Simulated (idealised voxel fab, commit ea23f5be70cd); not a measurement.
Documented hereafter: the process module known as voxel transistor to metal.
We display cut, a cross-section 300 nm in width whose square cells are each 5 nm.
In what follows, cross-sections appear as grids of square cells, described through bands that run from the top down, where every band is one or more rows of cells.
Per band: top height and bottom height in nm, followed by the left-to-right materials and their widths in nm; "edge to edge" marks a single material spanning edge to edge, "blank" marks empty space.
Heights from 0 (as-received wafer is one material below). Bottom band endless downward, as "top 0, no bottom".
Per-row width for "30 to 40": begins at first number (top row of band), ends at second number (bottom row), increment between rows held constant.
Basically "all unchanged" means that step didn't change any cell in the cross-section.
Empty spaces counting at least 8 cells and having no open way to the top are listed in "Trapped void list". The notation width x height at distance is used for each, the distance being from the left edge and all three values in nm.
Note: text after step settings on the step line = simulator remark on that step.
overlay nm: where the mask lay relative to plan, measured to the right, on steps with a mask; negatives go left.
Note on reading: below, each pair holds a cross-section from before one process step and one from after it; the one from after shows only down to the lowest band that changed. Beneath the pair, the step in between is stated along with its settings. The pairs can stem from different runs of this module on the same starting wafer. Where a pair's entry headed "State before" says so, and only there, that pair continues from the pair above it.
## State before
> top 25, bottom 15: 35 nm SiO2  5 nm TiN  5 nm W  5 nm TiN  65 nm SiO2  5 nm TiN  5 nm W  5 nm TiN  40 nm SiO2  5 nm TiN  5 nm W  5 nm TiN  65 nm SiO2  5 nm TiN  5 nm W  5 nm TiN  35 nm SiO2
> top 15, bottom 5: 35 nm SiO2  5 nm TiN  5 nm W  5 nm TiN  15 nm SiO2  5 nm SiN  5 nm HfO2  5 nm TiN  5 nm W  5 nm TiN  5 nm HfO2  5 nm SiN  15 nm SiO2  5 nm TiN  5 nm W  5 nm TiN  40 nm SiO2  5 nm TiN  5 nm W  5 nm TiN  15 nm SiO2  5 nm SiN  5 nm HfO2  5 nm TiN  5 nm W  5 nm TiN  5 nm HfO2  5 nm SiN  15 nm SiO2  5 nm TiN  5 nm W  5 nm TiN  35 nm SiO2
> top 5, bottom 0: 35 nm SiO2  5 nm TiN  5 nm W  5 nm TiN  15 nm SiGe  5 nm SiN  5 nm HfO2  5 nm TiN  5 nm W  5 nm TiN  5 nm HfO2  5 nm SiN  15 nm SiGe  5 nm TiN  5 nm W  5 nm TiN  40 nm SiO2  5 nm TiN  5 nm W  5 nm TiN  15 nm SiGe  5 nm SiN  5 nm HfO2  5 nm TiN  5 nm W  5 nm TiN  5 nm HfO2  5 nm SiN  15 nm SiGe  5 nm TiN  5 nm W  5 nm TiN  35 nm SiO2
> top 0, bottom -5: 35 nm SiO2  5 nm TiN  5 nm W  5 nm TiN  15 nm SiGe  5 nm SiN  5 nm HfO2  15 nm TiN  5 nm HfO2  5 nm SiN  15 nm SiGe  5 nm TiN  5 nm W  5 nm TiN  40 nm SiO2  5 nm TiN  5 nm W  5 nm TiN  15 nm SiGe  5 nm SiN  5 nm HfO2  15 nm TiN  5 nm HfO2  5 nm SiN  15 nm SiGe  5 nm TiN  5 nm W  5 nm TiN  35 nm SiO2
> top -5, bottom -10: 35 nm SiO2  15 nm TiN  15 nm SiGe  35 nm HfO2  15 nm SiGe  15 nm TiN  40 nm SiO2  15 nm TiN  15 nm SiGe  35 nm HfO2  15 nm SiGe  15 nm TiN  35 nm SiO2
> top -10, bottom -25: 30 nm SiO2  35 nm SiGe  35 nm Si  35 nm SiGe  30 nm SiO2  35 nm SiGe  35 nm Si  35 nm SiGe  30 nm SiO2
> top -25, bottom -35: 30 nm SiO2  105 nm Si  30 nm SiO2  105 nm Si  30 nm SiO2
> top -35, no bottom: Si edge to edge
> Trapped void list: none
## Cut View, Post-Step
> top 30, bottom 25: SiN edge to edge
> Beneath the level 25, the cross-section is identical to its previous state.
> Trapped void list: none
It is this step that lies between the two cross-sections above: CONFORMAL_DEP,material SiN,thk nm 5
State before: identical to the post-step cross-section of the immediately preceding pair.
## Cut View, Post-Step
> top 50, bottom 30: lowk edge to edge
> Beneath the level 30, the cross-section is identical to its previous state.
> Trapped void list: none
It is this step that lies between the two cross-sections above: DIRECTIONAL_DEP,material lowk,thk nm 20
State before: identical to the post-step cross-section of the immediately preceding pair.
## Cut View, Post-Step
> top 50, bottom 30: 35 nm lowk  15 nm blank  65 nm lowk  15 nm blank  40 nm lowk  15 nm blank  65 nm lowk  15 nm blank  35 nm lowk
> Beneath the level 30, the cross-section is identical to its previous state.
> Trapped void list: none
It is this step that lies between the two cross-sections above: MASKED_ETCH,tone open,mask id METAL_1,width nm 15,etch materials lowk,depth nm 20,overlay nm 0
State before: identical to the post-step cross-section of the immediately preceding pair.
## Cut View, Post-Step
> top 50, bottom 30: 35 nm lowk  15 nm blank  65 nm lowk  15 nm blank  40 nm lowk  15 nm blank  65 nm lowk  15 nm blank  35 nm lowk
> top 30, bottom 25: 35 nm SiN  15 nm blank  65 nm SiN  15 nm blank  40 nm SiN  15 nm blank  65 nm SiN  15 nm blank  35 nm SiN
> Beneath the level 25, the cross-section is identical to its previous state.
> Trapped void list: none
It is this step that lies between the two cross-sections above: MASKED_ETCH,tone open,mask id METAL_1,width nm 15,etch materials SiN,depth nm 5,overlay nm 0
State before: identical to the post-step cross-section of the immediately preceding pair.
## Cut View, Post-Step
> top 55, bottom 50: 40 nm TiN  5 nm blank  75 nm TiN  5 nm blank  50 nm TiN  5 nm blank  75 nm TiN  5 nm blank  40 nm TiN
> top 50, bottom 30: 35 nm lowk  5 nm TiN  5 nm blank  5 nm TiN  65 nm lowk  5 nm TiN  5 nm blank  5 nm TiN  40 nm lowk  5 nm TiN  5 nm blank  5 nm TiN  65 nm lowk  5 nm TiN  5 nm blank  5 nm TiN  35 nm lowk
> top 30, bottom 25: 35 nm SiN  15 nm TiN  65 nm SiN  15 nm TiN  40 nm SiN  15 nm TiN  65 nm SiN  15 nm TiN  35 nm SiN
> Beneath the level 25, the cross-section is identical to its previous state.
> Trapped void list: none
It is this step that lies between the two cross-sections above: CONFORMAL_DEP,material TiN,thk nm 5
State before: identical to the post-step cross-section of the immediately preceding pair.
## Cut View, Post-Step
> top 60, bottom 55: W edge to edge
> top 55, bottom 50: 40 nm TiN  5 nm W  75 nm TiN  5 nm W  50 nm TiN  5 nm W  75 nm TiN  5 nm W  40 nm TiN
> top 50, bottom 30: 35 nm lowk  5 nm TiN  5 nm W  5 nm TiN  65 nm lowk  5 nm TiN  5 nm W  5 nm TiN  40 nm lowk  5 nm TiN  5 nm W  5 nm TiN  65 nm lowk  5 nm TiN  5 nm W  5 nm TiN  35 nm lowk
> Beneath the level 30, the cross-section is identical to its previous state.
> Trapped void list: none
It is this step that lies between the two cross-sections above: FILL_DEP,material W,thk nm 5
State before: identical to the post-step cross-section of the immediately preceding pair.
## Cut View, Post-Step
> top 50, bottom 30: 35 nm lowk  5 nm TiN  5 nm W  5 nm TiN  65 nm lowk  5 nm TiN  5 nm W  5 nm TiN  40 nm lowk  5 nm TiN  5 nm W  5 nm TiN  65 nm lowk  5 nm TiN  5 nm W  5 nm TiN  35 nm lowk
> Beneath the level 30, the cross-section is identical to its previous state.
> Trapped void list: none
It is this step that lies between the two cross-sections above: CMP,height nm 50
State before: identical to the post-step cross-section of the immediately preceding pair.
## Cut View, Post-Step
> top 55, bottom 50: SiCN edge to edge
> Beneath the level 50, the cross-section is identical to its previous state.
> Trapped void list: none
It is this step that lies between the two cross-sections above: CONFORMAL_DEP,material SiCN,thk nm 5
State before: identical to the post-step cross-section of the immediately preceding pair.
## Cut View, Post-Step
> top 85, bottom 55: lowk edge to edge
> Beneath the level 55, the cross-section is identical to its previous state.
> Trapped void list: none
It is this step that lies between the two cross-sections above: DIRECTIONAL_DEP,material lowk,thk nm 30
State before: identical to the post-step cross-section of the immediately preceding pair.
## Cut View, Post-Step
> top 105, bottom 85: 35 nm resist  15 nm blank  120 nm resist  15 nm blank  115 nm resist
> Beneath the level 85, the cross-section is identical to its previous state.
> Trapped void list: none
It is this step that lies between the two cross-sections above: PATTERN,tone open,mask id METAL_2,material resist,width nm 15,pitch nm 135,thk nm 20,overlay nm 0
State before: identical to the post-step cross-section of the immediately preceding pair.
## Cut View, Post-Step
> top 105, bottom 85: 35 nm resist  15 nm blank  120 nm resist  15 nm blank  115 nm resist
> top 85, bottom 65: 35 nm lowk  15 nm blank  120 nm lowk  15 nm blank  115 nm lowk
> Beneath the level 65, the cross-section is identical to its previous state.
> Trapped void list: none
It is this step that lies between the two cross-sections above: DIRECTIONAL_ETCH,etch materials lowk,depth nm 20
State before: identical to the post-step cross-section of the immediately preceding pair.
## Cut View, Post-Step
> top 85, bottom 65: 35 nm lowk  15 nm blank  120 nm lowk  15 nm blank  115 nm lowk
> Beneath the level 65, the cross-section is identical to its previous state.
> Trapped void list: none
It is this step that lies between the two cross-sections above: STRIP,etch materials resist
State before: identical to the post-step cross-section of the immediately preceding pair.
## Cut View, Post-Step
> top 105, bottom 85: 35 nm resist  15 nm blank  120 nm resist  15 nm blank  115 nm resist
> Beneath the level 85, the cross-section is identical to its previous state.
> Trapped void list: none
It is this step that lies between the two cross-sections above: PATTERN,tone open,mask id METAL_2_HOLES,material resist,width nm 15,pitch nm 135,thk nm 20,overlay nm 0
State before: identical to the post-step cross-section of the immediately preceding pair.
## Cut View, Post-Step
> top 105, bottom 85: 35 nm resist  15 nm blank  120 nm resist  15 nm blank  115 nm resist
> top 85, bottom 55: 35 nm lowk  15 nm blank  120 nm lowk  15 nm blank  115 nm lowk
> Beneath the level 55, the cross-section is identical to its previous state.
> Trapped void list: none
It is this step that lies between the two cross-sections above: DIRECTIONAL_ETCH,etch materials lowk,depth nm 10
State before: identical to the post-step cross-section of the immediately preceding pair.
## Cut View, Post-Step
> top 105, bottom 85: 35 nm resist  15 nm blank  120 nm resist  15 nm blank  115 nm resist
> top 85, bottom 55: 35 nm lowk  15 nm blank  120 nm lowk  15 nm blank  115 nm lowk
> top 55, bottom 50: 35 nm SiCN  15 nm blank  120 nm SiCN  15 nm blank  115 nm SiCN
> Beneath the level 50, the cross-section is identical to its previous state.
> Trapped void list: none
It is this step that lies between the two cross-sections above: DIRECTIONAL_ETCH,etch materials SiCN,depth nm 5
State before: identical to the post-step cross-section of the immediately preceding pair.
## Cut View, Post-Step
> top 85, bottom 55: 35 nm lowk  15 nm blank  120 nm lowk  15 nm blank  115 nm lowk
> Beneath the level 55, the cross-section is identical to its previous state.
> Trapped void list: none
It is this step that lies between the two cross-sections above: STRIP,etch materials resist
State before: identical to the post-step cross-section of the immediately preceding pair.
## Cut View, Post-Step
> top 90, bottom 85: 40 nm TiN  5 nm blank  130 nm TiN  5 nm blank  120 nm TiN
> top 85, bottom 55: 35 nm lowk  5 nm TiN  5 nm blank  5 nm TiN  120 nm lowk  5 nm TiN  5 nm blank  5 nm TiN  115 nm lowk
> top 55, bottom 50: 35 nm SiCN  15 nm TiN  120 nm SiCN  15 nm TiN  115 nm SiCN
> Beneath the level 50, the cross-section is identical to its previous state.
> Trapped void list: none
It is this step that lies between the two cross-sections above: CONFORMAL_DEP,material TiN,thk nm 5
State before: identical to the post-step cross-section of the immediately preceding pair.
## Cut View, Post-Step
> top 95, bottom 90: Ru edge to edge
> top 90, bottom 85: 40 nm TiN  5 nm Ru  130 nm TiN  5 nm Ru  120 nm TiN
> top 85, bottom 55: 35 nm lowk  5 nm TiN  5 nm Ru  5 nm TiN  120 nm lowk  5 nm TiN  5 nm Ru  5 nm TiN  115 nm lowk
> Beneath the level 55, the cross-section is identical to its previous state.
> Trapped void list: none
It is this step that lies between the two cross-sections above: FILL_DEP,material Ru,thk nm 5
State before: identical to the post-step cross-section of the immediately preceding pair.
## Cut View, Post-Step
> top 85, bottom 55: 35 nm lowk  5 nm TiN  5 nm Ru  5 nm TiN  120 nm lowk  5 nm TiN  5 nm Ru  5 nm TiN  115 nm lowk
> Beneath the level 55, the cross-section is identical to its previous state.
> Trapped void list: none
It is this step that lies between the two cross-sections above: CMP,height nm 85
State before: identical to the post-step cross-section of the immediately preceding pair.
## Cut View, Post-Step
> top 90, bottom 85: SiCN edge to edge
> Beneath the level 85, the cross-section is identical to its previous state.
> Trapped void list: none
It is this step that lies between the two cross-sections above: CONFORMAL_DEP,material SiCN,thk nm 5
## State before
> top -5, bottom -10: SiO2 edge to edge
> top -10, bottom -35: 30 nm SiO2  105 nm Si  30 nm SiO2  105 nm Si  30 nm SiO2
> top -35, no bottom: Si edge to edge
> Trapped void list: none
## Cut View, Post-Step
> top 10, bottom -5: SiCN edge to edge
> Beneath the level -5, the cross-section is identical to its previous state.
> Trapped void list: none
It is this step that lies between the two cross-sections above: DIRECTIONAL_DEP,material SiCN,thk nm 15
State before: identical to the post-step cross-section of the immediately preceding pair.
## Cut View, Post-Step
> top 10, bottom -5: 70 nm blank  25 nm SiCN  110 nm blank  25 nm SiCN  70 nm blank
> Beneath the level -5, the cross-section is identical to its previous state.
> Trapped void list: none
It is this step that lies between the two cross-sections above: MASKED_ETCH,tone cover,mask id GATE,width nm 25,pitch nm 135,etch materials SiCN,depth nm 25,overlay nm 0
State before: identical to the post-step cross-section of the immediately preceding pair.
## Cut View, Post-Step
> top 15, bottom 10: 65 nm blank  35 nm SiN  100 nm blank  35 nm SiN  65 nm blank
> top 10, bottom 0: 65 nm blank  5 nm SiN  25 nm SiCN  5 nm SiN  100 nm blank  5 nm SiN  25 nm SiCN  5 nm SiN  65 nm blank
> top 0, bottom -5: 70 nm SiN  25 nm SiCN  110 nm SiN  25 nm SiCN  70 nm SiN
> Beneath the level -5, the cross-section is identical to its previous state.
> Trapped void list: none
It is this step that lies between the two cross-sections above: CONFORMAL_DEP,material SiN,thk nm 5
State before: identical to the post-step cross-section of the immediately preceding pair.
## Cut View, Post-Step
> top 10, bottom -5: 65 nm blank  5 nm SiN  25 nm SiCN  5 nm SiN  100 nm blank  5 nm SiN  25 nm SiCN  5 nm SiN  65 nm blank
> Beneath the level -5, the cross-section is identical to its previous state.
> Trapped void list: none
It is this step that lies between the two cross-sections above: DIRECTIONAL_ETCH,etch materials SiN,depth nm 5
State before: identical to the post-step cross-section of the immediately preceding pair.
## Cut View, Post-Step
> top 10, bottom -5: 65 nm blank  5 nm SiN  25 nm SiCN  5 nm SiN  100 nm blank  5 nm SiN  25 nm SiCN  5 nm SiN  65 nm blank
> top -5, bottom -10: 65 nm blank  35 nm SiO2  100 nm blank  35 nm SiO2  65 nm blank
> Beneath the level -10, the cross-section is identical to its previous state.
> Trapped void list: none
It is this step that lies between the two cross-sections above: DIRECTIONAL_ETCH,etch materials SiO2,depth nm 5
State before: identical to the post-step cross-section of the immediately preceding pair.
## Cut View, Post-Step
> top 10, bottom -5: 65 nm blank  5 nm SiN  25 nm SiCN  5 nm SiN  100 nm blank  5 nm SiN  25 nm SiCN  5 nm SiN  65 nm blank
> top -5, bottom -10: 65 nm blank  35 nm SiO2  100 nm blank  35 nm SiO2  65 nm blank
> top -10, bottom -25: 30 nm SiO2  35 nm blank  35 nm Si  35 nm blank  30 nm SiO2  35 nm blank  35 nm Si  35 nm blank  30 nm SiO2
> Beneath the level -25, the cross-section is identical to its previous state.
> Trapped void list: none
It is this step that lies between the two cross-sections above: DIRECTIONAL_ETCH,etch materials Si,depth nm 15
State before: identical to the post-step cross-section of the immediately preceding pair.
## Cut View, Post-Step
> top 10, bottom 5: 65 nm blank  5 nm SiN  25 nm SiCN  5 nm SiN  100 nm blank  5 nm SiN  25 nm SiCN  5 nm SiN  65 nm blank
> top 5, bottom -5: 50 nm blank  15 nm SiGe  5 nm SiN  25 nm SiCN  5 nm SiN  15 nm SiGe  70 nm blank  15 nm SiGe  5 nm SiN  25 nm SiCN  5 nm SiN  15 nm SiGe  50 nm blank
> top -5, bottom -10: 50 nm blank  15 nm SiGe  35 nm SiO2  15 nm SiGe  70 nm blank  15 nm SiGe  35 nm SiO2  15 nm SiGe  50 nm blank
> top -10, bottom -25: 30 nm SiO2  35 nm SiGe  35 nm Si  35 nm SiGe  30 nm SiO2  35 nm SiGe  35 nm Si  35 nm SiGe  30 nm SiO2
> Beneath the level -25, the cross-section is identical to its previous state.
> Trapped void list: none
It is this step that lies between the two cross-sections above: EPI,material SiGe,thk nm 15
State before: identical to the post-step cross-section of the immediately preceding pair.
## Cut View, Post-Step
> top 20, bottom 10: SiO2 edge to edge
> top 10, bottom 5: 65 nm SiO2  5 nm SiN  25 nm SiCN  5 nm SiN  100 nm SiO2  5 nm SiN  25 nm SiCN  5 nm SiN  65 nm SiO2
> top 5, bottom -5: 50 nm SiO2  15 nm SiGe  5 nm SiN  25 nm SiCN  5 nm SiN  15 nm SiGe  70 nm SiO2  15 nm SiGe  5 nm SiN  25 nm SiCN  5 nm SiN  15 nm SiGe  50 nm SiO2
> top -5, bottom -10: 50 nm SiO2  15 nm SiGe  35 nm SiO2  15 nm SiGe  70 nm SiO2  15 nm SiGe  35 nm SiO2  15 nm SiGe  50 nm SiO2
> Beneath the level -10, the cross-section is identical to its previous state.
> Trapped void list: none
It is this step that lies between the two cross-sections above: FILL_DEP,material SiO2,thk nm 10
State before: identical to the post-step cross-section of the immediately preceding pair.
## Cut View, Post-Step
> top 15, bottom 10: SiO2 edge to edge
> Beneath the level 10, the cross-section is identical to its previous state.
> Trapped void list: none
It is this step that lies between the two cross-sections above: SELECTIVE_ETCH,etch materials SiO2,depth nm 5
State before: identical to the post-step cross-section of the immediately preceding pair.
## Cut View, Post-Step
> top 20, bottom 15: HfO2 edge to edge
> Beneath the level 15, the cross-section is identical to its previous state.
> Trapped void list: none
It is this step that lies between the two cross-sections above: CONFORMAL_DEP,material HfO2,thk nm 5
State before: identical to the post-step cross-section of the immediately preceding pair.
## Cut View, Post-Step
> top 25, bottom 20: TiN edge to edge
> Beneath the level 20, the cross-section is identical to its previous state.
> Trapped void list: none
It is this step that lies between the two cross-sections above: CONFORMAL_DEP,material TiN,thk nm 5
State before: identical to the post-step cross-section of the immediately preceding pair.
## Cut View, Post-Step
> top 30, bottom 25: W edge to edge
> Beneath the level 25, the cross-section is identical to its previous state.
> Trapped void list: none
It is this step that lies between the two cross-sections above: FILL_DEP,material W,thk nm 5
State before: identical to the post-step cross-section of the immediately preceding pair.
## Cut View, Post-Step
> top 15, bottom 10: SiO2 edge to edge
> Beneath the level 10, the cross-section is identical to its previous state.
> Trapped void list: none
It is this step that lies between the two cross-sections above: CMP,height nm 15
State before: identical to the post-step cross-section of the immediately preceding pair.
## Cut View, Post-Step
> top 25, bottom 10: SiO2 edge to edge
> Beneath the level 10, the cross-section is identical to its previous state.
> Trapped void list: none
It is this step that lies between the two cross-sections above: DIRECTIONAL_DEP,material SiO2,thk nm 10
State before: identical to the post-step cross-section of the immediately preceding pair.
## Cut View, Post-Step
> top 35, bottom 25: aC edge to edge
> Beneath the level 25, the cross-section is identical to its previous state.
> Trapped void list: none
It is this step that lies between the two cross-sections above: DIRECTIONAL_DEP,material aC,thk nm 10
State before: identical to the post-step cross-section of the immediately preceding pair.
## Cut View, Post-Step
> top 60, bottom 35: 35 nm resist  15 nm blank  65 nm resist  15 nm blank  40 nm resist  15 nm blank  65 nm resist  15 nm blank  35 nm resist
> Beneath the level 35, the cross-section is identical to its previous state.
> Trapped void list: none
It is this step that lies between the two cross-sections above: PATTERN,tone open,mask id CONTACT,material resist,width nm 15,thk nm 25,overlay nm 0
State before: identical to the post-step cross-section of the immediately preceding pair.
## Cut View, Post-Step
> top 50, bottom 35: 35 nm resist  15 nm blank  65 nm resist  15 nm blank  40 nm resist  15 nm blank  65 nm resist  15 nm blank  35 nm resist
> top 35, bottom 25: 35 nm aC  15 nm blank  65 nm aC  15 nm blank  40 nm aC  15 nm blank  65 nm aC  15 nm blank  35 nm aC
> Beneath the level 25, the cross-section is identical to its previous state.
> Trapped void list: none
It is this step that lies between the two cross-sections above: DIRECTIONAL_ETCH,etch materials aC,depth nm 10
State before: identical to the post-step cross-section of the immediately preceding pair.
## Cut View, Post-Step
> top 35, bottom 25: 35 nm aC  15 nm blank  65 nm aC  15 nm blank  40 nm aC  15 nm blank  65 nm aC  15 nm blank  35 nm aC
> Beneath the level 25, the cross-section is identical to its previous state.
> Trapped void list: none
It is this step that lies between the two cross-sections above: STRIP,etch materials resist
State before: identical to the post-step cross-section of the immediately preceding pair.
## Cut View, Post-Step
> top 35, bottom 25: 35 nm aC  15 nm blank  65 nm aC  15 nm blank  40 nm aC  15 nm blank  65 nm aC  15 nm blank  35 nm aC
> top 25, bottom 10: 35 nm SiO2  15 nm blank  65 nm SiO2  15 nm blank  40 nm SiO2  15 nm blank  65 nm SiO2  15 nm blank  35 nm SiO2
> top 10, bottom 5: 35 nm SiO2  15 nm blank  15 nm SiO2  5 nm SiN  25 nm SiCN  5 nm SiN  15 nm SiO2  15 nm blank  40 nm SiO2  15 nm blank  15 nm SiO2  5 nm SiN  25 nm SiCN  5 nm SiN  15 nm SiO2  15 nm blank  35 nm SiO2
> top 5, bottom -5: 35 nm SiO2  15 nm blank  15 nm SiGe  5 nm SiN  25 nm SiCN  5 nm SiN  15 nm SiGe  15 nm blank  40 nm SiO2  15 nm blank  15 nm SiGe  5 nm SiN  25 nm SiCN  5 nm SiN  15 nm SiGe  15 nm blank  35 nm SiO2
> top -5, bottom -10: 35 nm SiO2  15 nm blank  15 nm SiGe  35 nm SiO2  15 nm SiGe  15 nm blank  40 nm SiO2  15 nm blank  15 nm SiGe  35 nm SiO2  15 nm SiGe  15 nm blank  35 nm SiO2
> Beneath the level -10, the cross-section is identical to its previous state.
> Trapped void list: none
It is this step that lies between the two cross-sections above: DIRECTIONAL_ETCH,etch materials SiO2,depth nm 35
State before: identical to the post-step cross-section of the immediately preceding pair.
## Cut View, Post-Step
> top 25, bottom 10: 35 nm SiO2  15 nm blank  65 nm SiO2  15 nm blank  40 nm SiO2  15 nm blank  65 nm SiO2  15 nm blank  35 nm SiO2
> Beneath the level 10, the cross-section is identical to its previous state.
> Trapped void list: none
It is this step that lies between the two cross-sections above: STRIP,etch materials aC
State before: identical to the post-step cross-section of the immediately preceding pair.
## Cut View, Post-Step
> top 30, bottom 25: 40 nm TiN  5 nm blank  75 nm TiN  5 nm blank  50 nm TiN  5 nm blank  75 nm TiN  5 nm blank  40 nm TiN
> top 25, bottom 10: 35 nm SiO2  5 nm TiN  5 nm blank  5 nm TiN  65 nm SiO2  5 nm TiN  5 nm blank  5 nm TiN  40 nm SiO2  5 nm TiN  5 nm blank  5 nm TiN  65 nm SiO2  5 nm TiN  5 nm blank  5 nm TiN  35 nm SiO2
> top 10, bottom 5: 35 nm SiO2  5 nm TiN  5 nm blank  5 nm TiN  15 nm SiO2  5 nm SiN  25 nm SiCN  5 nm SiN  15 nm SiO2  5 nm TiN  5 nm blank  5 nm TiN  40 nm SiO2  5 nm TiN  5 nm blank  5 nm TiN  15 nm SiO2  5 nm SiN  25 nm SiCN  5 nm SiN  15 nm SiO2  5 nm TiN  5 nm blank  5 nm TiN  35 nm SiO2
> top 5, bottom -5: 35 nm SiO2  5 nm TiN  5 nm blank  5 nm TiN  15 nm SiGe  5 nm SiN  25 nm SiCN  5 nm SiN  15 nm SiGe  5 nm TiN  5 nm blank  5 nm TiN  40 nm SiO2  5 nm TiN  5 nm blank  5 nm TiN  15 nm SiGe  5 nm SiN  25 nm SiCN  5 nm SiN  15 nm SiGe  5 nm TiN  5 nm blank  5 nm TiN  35 nm SiO2
> top -5, bottom -10: 35 nm SiO2  15 nm TiN  15 nm SiGe  35 nm SiO2  15 nm SiGe  15 nm TiN  40 nm SiO2  15 nm TiN  15 nm SiGe  35 nm SiO2  15 nm SiGe  15 nm TiN  35 nm SiO2
> Beneath the level -10, the cross-section is identical to its previous state.
> Trapped void list: none
It is this step that lies between the two cross-sections above: CONFORMAL_DEP,material TiN,thk nm 5
State before: identical to the post-step cross-section of the immediately preceding pair.
## Cut View, Post-Step
> top 40, bottom 30: W edge to edge
> top 30, bottom 25: 40 nm TiN  5 nm W  75 nm TiN  5 nm W  50 nm TiN  5 nm W  75 nm TiN  5 nm W  40 nm TiN
> top 25, bottom 10: 35 nm SiO2  5 nm TiN  5 nm W  5 nm TiN  65 nm SiO2  5 nm TiN  5 nm W  5 nm TiN  40 nm SiO2  5 nm TiN  5 nm W  5 nm TiN  65 nm SiO2  5 nm TiN  5 nm W  5 nm TiN  35 nm SiO2
> top 10, bottom 5: 35 nm SiO2  5 nm TiN  5 nm W  5 nm TiN  15 nm SiO2  5 nm SiN  25 nm SiCN  5 nm SiN  15 nm SiO2  5 nm TiN  5 nm W  5 nm TiN  40 nm SiO2  5 nm TiN  5 nm W  5 nm TiN  15 nm SiO2  5 nm SiN  25 nm SiCN  5 nm SiN  15 nm SiO2  5 nm TiN  5 nm W  5 nm TiN  35 nm SiO2
> top 5, bottom -5: 35 nm SiO2  5 nm TiN  5 nm W  5 nm TiN  15 nm SiGe  5 nm SiN  25 nm SiCN  5 nm SiN  15 nm SiGe  5 nm TiN  5 nm W  5 nm TiN  40 nm SiO2  5 nm TiN  5 nm W  5 nm TiN  15 nm SiGe  5 nm SiN  25 nm SiCN  5 nm SiN  15 nm SiGe  5 nm TiN  5 nm W  5 nm TiN  35 nm SiO2
> Beneath the level -5, the cross-section is identical to its previous state.
> Trapped void list: none
It is this step that lies between the two cross-sections above: FILL_DEP,material W,thk nm 10
State before: identical to the post-step cross-section of the immediately preceding pair.
## Cut View, Post-Step
> top 25, bottom 10: 35 nm SiO2  5 nm TiN  5 nm W  5 nm TiN  65 nm SiO2  5 nm TiN  5 nm W  5 nm TiN  40 nm SiO2  5 nm TiN  5 nm W  5 nm TiN  65 nm SiO2  5 nm TiN  5 nm W  5 nm TiN  35 nm SiO2
> Beneath the level 10, the cross-section is identical to its previous state.
> Trapped void list: none
It is this step that lies between the two cross-sections above: CMP,height nm 25
State before: identical to the post-step cross-section of the immediately preceding pair.
## Cut View, Post-Step
> top 30, bottom 25: SiN edge to edge
> Beneath the level 25, the cross-section is identical to its previous state.
> Trapped void list: none
It is this step that lies between the two cross-sections above: CONFORMAL_DEP,material SiN,thk nm 5
State before: identical to the post-step cross-section of the immediately preceding pair.
## Cut View, Post-Step
> top 50, bottom 30: lowk edge to edge
> Beneath the level 30, the cross-section is identical to its previous state.
> Trapped void list: none
It is this step that lies between the two cross-sections above: DIRECTIONAL_DEP,material lowk,thk nm 20
State before: identical to the post-step cross-section of the immediately preceding pair.
## Cut View, Post-Step
> top 50, bottom 30: 35 nm lowk  15 nm blank  65 nm lowk  15 nm blank  40 nm lowk  15 nm blank  65 nm lowk  15 nm blank  35 nm lowk
> Beneath the level 30, the cross-section is identical to its previous state.
> Trapped void list: none
It is this step that lies between the two cross-sections above: MASKED_ETCH,tone open,mask id METAL_1,width nm 15,etch materials lowk,depth nm 20,overlay nm 0
State before: identical to the post-step cross-section of the immediately preceding pair.
## Cut View, Post-Step
> top 50, bottom 30: 35 nm lowk  15 nm blank  65 nm lowk  15 nm blank  40 nm lowk  15 nm blank  65 nm lowk  15 nm blank  35 nm lowk
> top 30, bottom 25: 35 nm SiN  15 nm blank  65 nm SiN  15 nm blank  40 nm SiN  15 nm blank  65 nm SiN  15 nm blank  35 nm SiN
> Beneath the level 25, the cross-section is identical to its previous state.
> Trapped void list: none
It is this step that lies between the two cross-sections above: MASKED_ETCH,tone open,mask id METAL_1,width nm 15,etch materials SiN,depth nm 5,overlay nm 0
State before: identical to the post-step cross-section of the immediately preceding pair.
## Cut View, Post-Step
> top 55, bottom 50: 40 nm TiN  5 nm blank  75 nm TiN  5 nm blank  50 nm TiN  5 nm blank  75 nm TiN  5 nm blank  40 nm TiN
> top 50, bottom 30: 35 nm lowk  5 nm TiN  5 nm blank  5 nm TiN  65 nm lowk  5 nm TiN  5 nm blank  5 nm TiN  40 nm lowk  5 nm TiN  5 nm blank  5 nm TiN  65 nm lowk  5 nm TiN  5 nm blank  5 nm TiN  35 nm lowk
> top 30, bottom 25: 35 nm SiN  15 nm TiN  65 nm SiN  15 nm TiN  40 nm SiN  15 nm TiN  65 nm SiN  15 nm TiN  35 nm SiN
> Beneath the level 25, the cross-section is identical to its previous state.
> Trapped void list: none
It is this step that lies between the two cross-sections above: CONFORMAL_DEP,material TiN,thk nm 5
State before: identical to the post-step cross-section of the immediately preceding pair.
## Cut View, Post-Step
> top 60, bottom 55: W edge to edge
> top 55, bottom 50: 40 nm TiN  5 nm W  75 nm TiN  5 nm W  50 nm TiN  5 nm W  75 nm TiN  5 nm W  40 nm TiN
> top 50, bottom 30: 35 nm lowk  5 nm TiN  5 nm W  5 nm TiN  65 nm lowk  5 nm TiN  5 nm W  5 nm TiN  40 nm lowk  5 nm TiN  5 nm W  5 nm TiN  65 nm lowk  5 nm TiN  5 nm W  5 nm TiN  35 nm lowk
> Beneath the level 30, the cross-section is identical to its previous state.
> Trapped void list: none
It is this step that lies between the two cross-sections above: FILL_DEP,material W,thk nm 5
State before: identical to the post-step cross-section of the immediately preceding pair.
## Cut View, Post-Step
> top 50, bottom 30: 35 nm lowk  5 nm TiN  5 nm W  5 nm TiN  65 nm lowk  5 nm TiN  5 nm W  5 nm TiN  40 nm lowk  5 nm TiN  5 nm W  5 nm TiN  65 nm lowk  5 nm TiN  5 nm W  5 nm TiN  35 nm lowk
> Beneath the level 30, the cross-section is identical to its previous state.
> Trapped void list: none
It is this step that lies between the two cross-sections above: CMP,height nm 50
State before: identical to the post-step cross-section of the immediately preceding pair.
## Cut View, Post-Step
> top 55, bottom 50: SiCN edge to edge
> Beneath the level 50, the cross-section is identical to its previous state.
> Trapped void list: none
It is this step that lies between the two cross-sections above: CONFORMAL_DEP,material SiCN,thk nm 5
State before: identical to the post-step cross-section of the immediately preceding pair.
## Cut View, Post-Step
> top 85, bottom 55: lowk edge to edge
> Beneath the level 55, the cross-section is identical to its previous state.
> Trapped void list: none
It is this step that lies between the two cross-sections above: DIRECTIONAL_DEP,material lowk,thk nm 30
State before: identical to the post-step cross-section of the immediately preceding pair.
## Cut View, Post-Step
> top 105, bottom 85: 35 nm resist  15 nm blank  120 nm resist  15 nm blank  115 nm resist
> Beneath the level 85, the cross-section is identical to its previous state.
> Trapped void list: none
It is this step that lies between the two cross-sections above: PATTERN,tone open,mask id METAL_2,material resist,width nm 15,pitch nm 135,thk nm 20,overlay nm 0
